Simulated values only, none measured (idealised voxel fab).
The following is a process module called voxel self aligned contacts.
Xsec cut, 200 nm wide, square cell size 5 nm.
Cross-section, as written here: a square-cell grid given band by band from the top down, where a band holds one or more rows of cells.
The band entry comprises the height of the band's top followed by the height of its bottom, expressed in nm, and subsequently the band's materials from left to right, each stated together with its width in nm. Where a single material is marked with the word "throughout", that material fills the band from edge to edge. The word "air" represents empty space.
Height reference: 0 = level under which incoming wafer is all one material. Lowest band: no bottom, runs on downward, e.g. "from 0 down".
Width spec "30 to 40" -> top row of cells at first value, bottom row at second value, equal per-row change in between.
Where the words "no alterations made" appear for a step, the cross-section shows no cell changed by that step; every cell remained as before.
In "Enclosed empty spaces" the enclosed voids are listed, meaning empty spaces of 8 cells or larger without any opening to the top. The form is width x height at distance, distance from the left edge, units nm.
Heads up: the bit after the settings on a step's line is the simulator's remark on that step.
On any step carrying a mask, the "overlay nm" setting, if present on the step's line, tells how far right of its planned place the mask lay; negative values point to the left.
## This section lists the process steps that were planned
1) RECEIVE: material Si
2) OXIDIZE: depth nm 5
3) DIRECTIONAL_DEP: material polySi, thk nm 30
4) DIRECTIONAL_DEP: material SiN, thk nm 20
5) MASKED_ETCH: tone cover, mask id GATE, width nm 30, pitch nm 65, etch materials SiN, depth nm 20, overlay nm 0
6) MASKED_ETCH: tone cover, mask id GATE, width nm 30, pitch nm 65, etch materials polySi, depth nm 30, overlay nm 0
7) CONFORMAL_DEP: material SiN, thk nm 10
8) DIRECTIONAL_ETCH: etch materials SiN, depth nm 10
9) FILL_DEP: material SiO2, thk nm 20
10) CMP: height nm 60
11) PATTERN: tone open, mask id CONTACT, material resist, width nm 45, thk nm 20, overlay nm 0
12) DIRECTIONAL_ETCH: etch materials SiO2, depth nm 65
13) STRIP: etch materials resist
14) CONFORMAL_DEP: material TiN, thk nm 5
15) FILL_DEP: material W, thk nm 10
16) CMP: height nm 60
17) CONFORMAL_DEP: material SiN, thk nm 5
## As received (post step 1): cross-section
	from 0 down: Si throughout
	Enclosed empty spaces: none
## The cross-section shown corresponds to the wafer at the conclusion of the module. The initial structure and the process plan are those presented above; however, one mistake occurred in executing the plan
	from 65 to 60: SiN throughout
	from 60 to 50: SiO2 (75), TiN (5 to 20), W (35 to 5), TiN (5 to 20), SiO2 (80)
	from 50 to 30: SiO2 (40), SiN (50), TiN (5), W (5), TiN (5), SiN (50), SiO2 (45)
	from 30 to 25: SiO2 (90), TiN (15), SiO2 (95)
	from 25 to 0: polySi throughout
	from 0 down: Si throughout
	Enclosed empty spaces: none
What went wrong in running the wafer? steps 2 and 3 got flipped, so each one ran where the other should have
